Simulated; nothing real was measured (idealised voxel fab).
process module | voxel plated lines
cross-section cut | 265 nm wide | cells 5 nm
A cross-section is a grid of square cells, given in bands from the top down. A band is one or more rows of cells.
Each band's line starts with the height of the band's top and of its bottom, in nm. Then come its materials from left to right, each with its width in nm. One material with "throughout" fills the band from edge to edge. "air" is empty space.
Height 0 is the level under which the wafer as received is all one material. The lowest band goes on downwards, as in "0 down".
A width such as "30 to 40" changes by the same amount from each row of cells to the next, from the band's top row to its bottom row.
"no change" after a step means that no cell of the cross-section changed.
closed voids: empty space of 8 cells or more with no open way to the top, each as width x height at its distance from the left edge, in nm
after a step's settings: what the simulator itself notes on the step
overlay nm, on a step with a mask: how far to the right of its planned place the mask lay; to the left if negative
plan
1 op RECEIVE | material Si
2 op CONFORMAL_DEP | material Al2O3 | thk nm 10
3 op DIRECTIONAL_DEP | material TiN | thk nm 5
4 op PATTERN | tone open | mask id LINES | material resist | width nm 25 | pitch nm 45 | thk nm 20 | overlay nm -15
5 op EPI | material Ru | thk nm 5
6 op STRIP | etch materials resist
7 op DIRECTIONAL_ETCH | etch materials TiN | depth nm 5
8 op CONFORMAL_DEP | material SiCN | thk nm 10
varied across the wafers: overlay nm of step 4. The plan shows the first wafer's value. All wafers start alike
first wafer as received, after step 1
  0 down: Si throughout
  closed voids: none
each wafer at the end: cells of each material gained (+) or lost (-) since it was received, then its closed voids
overlay nm -15 | +106 Al2O3 | +10 Ru | +122 SiCN | +10 TiN | closed voids: none
overlay nm -10 | +106 Al2O3 | +10 Ru | +122 SiCN | +10 TiN | closed voids: none
overlay nm -5 | +106 Al2O3 | +10 Ru | +122 SiCN | +10 TiN | closed voids: none
overlay nm 0 | +106 Al2O3 | +10 Ru | +122 SiCN | +10 TiN | closed voids: none
overlay nm 5 | +106 Al2O3 | +10 Ru | +122 SiCN | +10 TiN | closed voids: none
overlay nm 10 | +106 Al2O3 | +10 Ru | +122 SiCN | +10 TiN | closed voids: none
overlay nm 15 | +106 Al2O3 | +10 Ru | +122 SiCN | +10 TiN | closed voids: none
